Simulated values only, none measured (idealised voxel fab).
process module | voxel transistor to metal
cross-section cut | 190 nm wide | cells 5 nm
A cross-section is a grid of square cells, given in bands from the top down. A band is one or more rows of cells.
Each band's line starts with the height of the band's top and of its bottom, in nm. Then come its materials from left to right, each with its width in nm. One material with "throughout" fills the band from edge to edge. "air" is empty space.
Height 0 is the level under which the wafer as received is all one material. The lowest band goes on downwards, as in "0 down".
A width such as "30 to 40" changes by the same amount from each row of cells to the next, from the band's top row to its bottom row.
"no change" after a step means that no cell of the cross-section changed.
closed voids: empty space of 8 cells or more with no open way to the top, each as width x height at its distance from the left edge, in nm
after a step's settings: what the simulator itself notes on the step
overlay nm, on a step with a mask: how far to the right of its planned place the mask lay; to the left if negative
plan
1 op RECEIVE | material Si
2 op OXIDIZE | depth nm 5
3 op CONFORMAL_DEP | material SiN | thk nm 15
4 op PATTERN | tone cover | mask id ACTIVE | material resist | width nm 115 | thk nm 20 | overlay nm 0
5 op DIRECTIONAL_ETCH | etch materials SiN | depth nm 15
6 op DIRECTIONAL_ETCH | etch materials SiO2 | depth nm 5
7 op DIRECTIONAL_ETCH | etch materials Si | depth nm 30
8 op STRIP | etch materials resist
9 op FILL_DEP | material SiO2 | thk nm 10
10 op CMP | height nm 15
11 op SELECTIVE_ETCH | etch materials SiO2 | depth nm 15
12 op STRIP | etch materials SiN
13 op SELECTIVE_ETCH | etch materials SiO2 | depth nm 5
14 op OXIDIZE | depth nm 5
15 op DIRECTIONAL_DEP | material polySi | thk nm 25
16 op DIRECTIONAL_DEP | material SiCN | thk nm 10
17 op MASKED_ETCH | tone cover | mask id GATE | width nm 25 | etch materials SiCN | depth nm 20 | overlay nm 0
18 op MASKED_ETCH | tone cover | mask id GATE | width nm 25 | etch materials polySi | depth nm 35 | overlay nm 0
19 op CONFORMAL_DEP | material SiO2 | thk nm 5
20 op DIRECTIONAL_ETCH | etch materials SiO2 | depth nm 5
21 op CONFORMAL_DEP | material SiN | thk nm 10
22 op DIRECTIONAL_ETCH | etch materials SiN | depth nm 10
23 op DIRECTIONAL_ETCH | etch materials SiO2 | depth nm 5
24 op EPI | material pSi | thk nm 5
25 op FILL_DEP | material SiO2 | thk nm 10
26 op CMP | height nm 20
27 op STRIP | etch materials polySi
28 op SELECTIVE_ETCH | etch materials SiO2 | depth nm 5
29 op CONFORMAL_DEP | material HfO2 | thk nm 5
30 op CONFORMAL_DEP | material TiN | thk nm 5
31 op FILL_DEP | material W | thk nm 10
32 op CMP | height nm 15
33 op DIRECTIONAL_DEP | material SiO2 | thk nm 15
34 op PATTERN | tone open | mask id CONTACT | material resist | width nm 15 | pitch nm 80 | thk nm 15 | overlay nm 0
35 op DIRECTIONAL_ETCH | etch materials SiO2 | depth nm 35
36 op STRIP | etch materials resist
37 op CONFORMAL_DEP | material TiN | thk nm 5
38 op FILL_DEP | material Ru | thk nm 10
39 op CMP | height nm 30
40 op DIRECTIONAL_DEP | material TiN | thk nm 5
41 op DIRECTIONAL_DEP | material W | thk nm 15
42 op MASKED_ETCH | tone cover | mask id METAL_1 | width nm 15 | pitch nm 80 | etch materials W | depth nm 15 | overlay nm 0
43 op MASKED_ETCH | tone cover | mask id METAL_1 | width nm 15 | pitch nm 80 | etch materials TiN | depth nm 5 | overlay nm 0
44 op CONFORMAL_DEP | material SiCN | thk nm 5
45 op FILL_DEP | material lowk | thk nm 5
46 op CMP | height nm 50
47 op CONFORMAL_DEP | material SiCN | thk nm 5
48 op DIRECTIONAL_DEP | material SiO2 | thk nm 30
49 op DIRECTIONAL_DEP | material aC | thk nm 15
50 op PATTERN | tone open | mask id METAL_2 | material resist | width nm 15 | pitch nm 80 | thk nm 30 | overlay nm 0
51 op DIRECTIONAL_ETCH | etch materials aC | depth nm 15
52 op STRIP | etch materials resist
53 op DIRECTIONAL_ETCH | etch materials SiO2 | depth nm 15
54 op STRIP | etch materials aC
55 op PATTERN | tone open | mask id METAL_2_HOLES | material resist | width nm 15 | pitch nm 80 | thk nm 15 | overlay nm 0
56 op DIRECTIONAL_ETCH | etch materials SiO2 | depth nm 15
57 op DIRECTIONAL_ETCH | etch materials SiCN | depth nm 5
58 op STRIP | etch materials resist
59 op CONFORMAL_DEP | material TiN | thk nm 5
60 op FILL_DEP | material Cu | thk nm 5
61 op CMP | height nm 85
62 op CONFORMAL_DEP | material SiN | thk nm 5
as received, after step 1
  0 down: Si throughout
  closed voids: none
first wafer at the end, as planned
  90 to 85: SiN throughout
  85 to 55: SiO2 45 | TiN 5 | Cu 5 | TiN 5 | SiO2 65 | TiN 5 | Cu 5 | TiN 5 | SiO2 50
  55 to 50: SiCN 45 | TiN 15 | SiCN 65 | TiN 15 | SiCN 50
  50 to 35: lowk 40 | SiCN 5 | W 15 | SiCN 5 | lowk 55 | SiCN 5 | W 15 | SiCN 5 | lowk 45
  35 to 30: SiCN 45 | TiN 15 | SiCN 65 | TiN 15 | SiCN 50
  30 to 15: SiO2 45 | TiN 5 | Ru 5 | TiN 5 | SiO2 65 | TiN 5 | Ru 5 | TiN 5 | SiO2 50
  15 to 0: SiO2 45 | TiN 5 | Ru 5 | TiN 5 | SiO2 5 | SiN 10 | HfO2 5 | TiN 5 | W 15 | TiN 5 | HfO2 5 | SiN 10 | SiO2 5 | TiN 5 | Ru 5 | TiN 5 | SiO2 50
  0 to -5: SiO2 45 | TiN 15 | SiO2 5 | SiN 10 | HfO2 5 | TiN 25 | HfO2 5 | SiN 10 | SiO2 5 | TiN 15 | SiO2 50
  -5 to -10: SiO2 30 | pSi 35 | SiO2 10 | HfO2 35 | SiO2 10 | pSi 35 | SiO2 35
  -10 to -35: SiO2 35 | Si 115 | SiO2 40
  -35 down: Si throughout
  closed voids: none
second wafer at the end: like start, like plan, one mistake
  90 to 85: SiN throughout
  85 to 55: SiO2 45 | TiN 5 | Cu 5 | TiN 5 | SiO2 65 | TiN 5 | Cu 5 | TiN 5 | SiO2 50
  55 to 50: SiCN 45 | TiN 15 | SiCN 65 | TiN 15 | SiCN 50
  50 to 35: lowk 40 | SiCN 5 | W 15 | SiCN 5 | lowk 55 | SiCN 5 | W 15 | SiCN 5 | lowk 45
  35 to 30: SiCN 45 | TiN 15 | SiCN 65 | TiN 15 | SiCN 50
  30 to 15: SiO2 45 | TiN 5 | Ru 5 | TiN 5 | SiO2 65 | TiN 5 | Ru 5 | TiN 5 | SiO2 50
  15 to 10: SiO2 45 | TiN 15 | SiO2 5 | SiN 10 | HfO2 5 | TiN 5 | W 15 | TiN 5 | HfO2 5 | SiN 10 | SiO2 5 | TiN 15 | SiO2 50
  10 to 0: SiO2 65 | SiN 10 | HfO2 5 | TiN 5 | W 15 | TiN 5 | HfO2 5 | SiN 10 | SiO2 70
  0 to -5: SiO2 65 | SiN 10 | HfO2 5 | TiN 25 | HfO2 5 | SiN 10 | SiO2 70
  -5 to -10: SiO2 30 | pSi 35 | SiO2 10 | HfO2 35 | SiO2 10 | pSi 35 | SiO2 35
  -10 to -35: SiO2 35 | Si 115 | SiO2 40
  -35 down: Si throughout
  closed voids: none
what went wrong: step 33 was run twice
at the end the second wafer has, in cells: 6 fewer of Ru | 18 more of SiO2 | 12 fewer of TiN
